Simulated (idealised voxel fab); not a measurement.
This is a process module. Its name is voxel spacer lines.
Shown is cross-section cut, with a width of 220 nm and square cells of size 5 nm.
We lay out every cross-section as a grid of square cells and spell it out in bands from the top down, where one band means one or more rows of cells.
For a band, the entry starts with two heights in nm, that of the top and then that of the bottom, and carries on with the band's materials in order from left to right, each alongside its width in nm; the word "edge to edge" beside a single material means it fills the band edge to edge, and "blank" means empty space.
Heights are measured from 0, the level below which the as-received wafer is all one material; the lowest band has no bottom and continues downward, written as in "0..down".
So if you see something like "30 to 40" for the width, read it as the top row of the band sitting at the first number and the bottom row at the second, with every row in between moving by the same amount as the last.
Where a step carries "no modification", the cross-section came out of it unchanged, cell for cell.
This entry, "Voids, enclosed", enumerates those empty regions of no fewer than 8 cells that possess no open connection to the top. Each region is reported in the form width x height at distance, the distance being taken from the left edge, with all three quantities expressed in nm.
Post-settings text on a step line: simulator's own remark regarding the step.
overlay nm: right-of-plan distance of the mask on a masked step; negative values mean left-of-plan.
# Planned process steps
step 1: RECEIVE [material Si]
step 2: CONFORMAL_DEP [material Al2O3] [thk nm 5]
step 3: DIRECTIONAL_DEP [material W] [thk nm 10]
step 4: DIRECTIONAL_DEP [material aC] [thk nm 20]
step 5: PATTERN [tone cover] [mask id MANDREL] [material resist] [width nm 15] [pitch nm 60] [thk nm 30] [overlay nm -15]
step 6: DIRECTIONAL_ETCH [etch materials aC] [depth nm 20]
step 7: STRIP [etch materials resist]
step 8: CONFORMAL_DEP [material SiO2] [thk nm 15]
step 9: DIRECTIONAL_ETCH [etch materials SiO2] [depth nm 15]
step 10: STRIP [etch materials aC]
step 11: DIRECTIONAL_ETCH [etch materials W] [depth nm 10]
step 12: STRIP [etch materials SiO2]
step 13: FILL_DEP [material SiO2] [thk nm 10]
step 14: CMP [height nm 15]
The plan shows the overlay nm of step 5 as the first wafer had it; this setting differs between the wafers, which start out alike.
# Cross-section, first of several wafers, as delivered after step 1
0..down = Si edge to edge
Voids, enclosed: none
# Once step 14, the last step, is complete, the module is at its end; this is the cross-section of the first of several wafers
15..5 = 40 of SiO2 | 15 of W | 15 of SiO2 | 15 of W | 15 of SiO2 | 15 of W | 15 of SiO2 | 15 of W | 75 of SiO2
5..0 = Al2O3 edge to edge
0..down = Si edge to edge
Voids, enclosed: none
# Last wafer x-sec, end of module
15..5 = 70 of SiO2 | 15 of W | 15 of SiO2 | 15 of W | 15 of SiO2 | 15 of W | 15 of SiO2 | 15 of W | 45 of SiO2
5..0 = Al2O3 edge to edge
0..down = Si edge to edge
Voids, enclosed: none
# Every row in this table is a wafer at the end of the module, and it gives, for each of the materials, the cells that wafer has gained (+) or lost (-) since it was received, then its closed voids
overlay nm -15; +44 Al2O3; +64 SiO2; +24 W; Voids, enclosed: none
overlay nm -10; +44 Al2O3; +64 SiO2; +24 W; Voids, enclosed: none
overlay nm -5; +44 Al2O3; +64 SiO2; +24 W; Voids, enclosed: none
overlay nm 0; +44 Al2O3; +64 SiO2; +24 W; Voids, enclosed: none
overlay nm 5; +44 Al2O3; +64 SiO2; +24 W; Voids, enclosed: none
overlay nm 10; +44 Al2O3; +64 SiO2; +24 W; Voids, enclosed: none
overlay nm 15; +44 Al2O3; +64 SiO2; +24 W; Voids, enclosed: none
